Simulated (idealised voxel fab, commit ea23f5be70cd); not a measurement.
Title: Process Module voxel capacitor over wiring
Pictured: cross-section cut, 275 nm wide, on a grid of 5 nm square cells.
We lay out every cross-section as a grid of square cells and spell it out in bands from the top down, where one band means one or more rows of cells.
Within each band entry, the heights of the top and of the bottom of the band appear first, in that order and in nm; the materials of the band then follow from left to right, each with its corresponding width in nm. The designation "full width" on a single material indicates that it fills the band from edge to edge; the designation "blank" indicates empty space.
Heights are expressed relative to 0, this being the level below which the as-received wafer comprises one material exclusively. The lowest band is unbounded in the downward direction and is denoted as in "0..down".
A two-number width, for instance "30 to 40", indicates that the width is equal to the first number in the top row of the band and to the second number in the bottom row, and that it changes by a constant amount per row of cells.
The designation "no alteration", where it is given for a processing step, indicates that no cell of the cross-section was altered in the course of that step.
Basically, "Sealed void listing" tells you about the enclosed voids: empty spaces with no open way to the top, 8 cells or bigger, each written width x height at distance, where distance is from the left edge, all in nm.
Whatever follows a step's settings on its line is a remark the simulator itself makes about that step.
A step's line can hold "overlay nm"; with a mask on that step, the setting says how far right of the planned place the mask lay, while a negative setting says it lay to the left.
The planned process steps are enumerated hereunder
1. RECEIVE | material Si
2. CONFORMAL_DEP | material SiO2 | thk nm 10
3. DIRECTIONAL_DEP | material TiN | thk nm 5
4. DIRECTIONAL_DEP | material W | thk nm 15
5. DIRECTIONAL_DEP | material aC | thk nm 15
6. PATTERN | tone cover | mask id METAL_1 | material resist | width nm 25 | pitch nm 80 | thk nm 35 | overlay nm 0
7. DIRECTIONAL_ETCH | etch materials aC | depth nm 15
8. STRIP | etch materials resist
9. DIRECTIONAL_ETCH | etch materials W | depth nm 15
10. DIRECTIONAL_ETCH | etch materials TiN | depth nm 5
11. STRIP | etch materials aC
12. CONFORMAL_DEP | material SiCN | thk nm 5
13. FILL_DEP | material SiO2 | thk nm 10
14. CMP | height nm 30
15. CONFORMAL_DEP | material SiCN | thk nm 5
16. DIRECTIONAL_DEP | material SiO2 | thk nm 10
17. MASKED_ETCH | tone open | mask id PLUG_1 | width nm 15 | etch materials SiO2 | depth nm 10 | overlay nm 0
18. MASKED_ETCH | tone open | mask id PLUG_1 | width nm 15 | etch materials SiCN | depth nm 5 | overlay nm 0
19. EPI | material Ru | thk nm 10
20. EPI | material Ru | thk nm 5
21. DIRECTIONAL_DEP | material TiN | thk nm 10
22. DIRECTIONAL_DEP | material HfO2 | thk nm 5
23. DIRECTIONAL_DEP | material TiN | thk nm 5
24. DIRECTIONAL_DEP | material aC | thk nm 15
25. PATTERN | tone cover | mask id UPPER_PLATE | material resist | width nm 60 | thk nm 30 | overlay nm 0
26. DIRECTIONAL_ETCH | etch materials aC | depth nm 15
27. STRIP | etch materials resist
28. DIRECTIONAL_ETCH | etch materials TiN | depth nm 5
29. DIRECTIONAL_ETCH | etch materials HfO2 | depth nm 5
30. STRIP | etch materials aC
31. MASKED_ETCH | tone cover | mask id LOWER_PLATE | width nm 70 | etch materials TiN | depth nm 10 | overlay nm 0
32. FILL_DEP | material SiO2 | thk nm 20
33. CMP | height nm 80
34. DIRECTIONAL_DEP | material aC | thk nm 10
35. PATTERN | tone open | mask id PLUG_2 | material resist | width nm 15 | thk nm 30 | overlay nm 0
36. DIRECTIONAL_ETCH | etch materials aC | depth nm 10
37. STRIP | etch materials resist
38. DIRECTIONAL_ETCH | etch materials SiO2 | depth nm 15
39. STRIP | etch materials aC
40. CONFORMAL_DEP | material TiN | thk nm 5
41. FILL_DEP | material W | thk nm 5
42. CMP | height nm 80
43. CONFORMAL_DEP | material SiCN | thk nm 5
Wafer at receipt (post step 1), cross-section
* 0..down = Si full width
* Sealed void listing: none
The cross-section shown corresponds to the wafer at the conclusion of the module. The initial structure and the process plan are those presented above; however, one mistake occurred in executing the plan
* 85..80 = SiCN full width
* 80..70 = SiO2 (105) / TiN (5) / W (5) / TiN (5) / SiO2 (155)
* 70..60 = SiO2 (105 to 95) / TiN (15 to 60) / SiO2 (155 to 120)
* 60..55 = SiO2 (95) / HfO2 (60) / SiO2 (120)
* 55..45 = SiO2 (90) / TiN (70) / SiO2 (115)
* 45..35 = SiO2 (95) / Ru (15) / SiO2 (165)
* 35..30 = SiCN (105) / Ru (5) / SiCN (165)
* 30..15 = SiO2 (80) / SiCN (5) / W (25) / SiCN (5) / SiO2 (45) / SiCN (5) / W (25) / SiCN (5) / SiO2 (80)
* 15..10 = SiCN (85) / TiN (25) / SiCN (55) / TiN (25) / SiCN (85)
* 10..0 = SiO2 full width
* 0..down = Si full width
* Sealed void listing: none
what went wrong: it should be noted that step 18 was executed with settings other than those planned, the operation and settings actually applied being MASKED_ETCH | tone open | mask id PLUG_1 | width nm 15 | etch materials SiCN | depth nm 5 | overlay nm 10
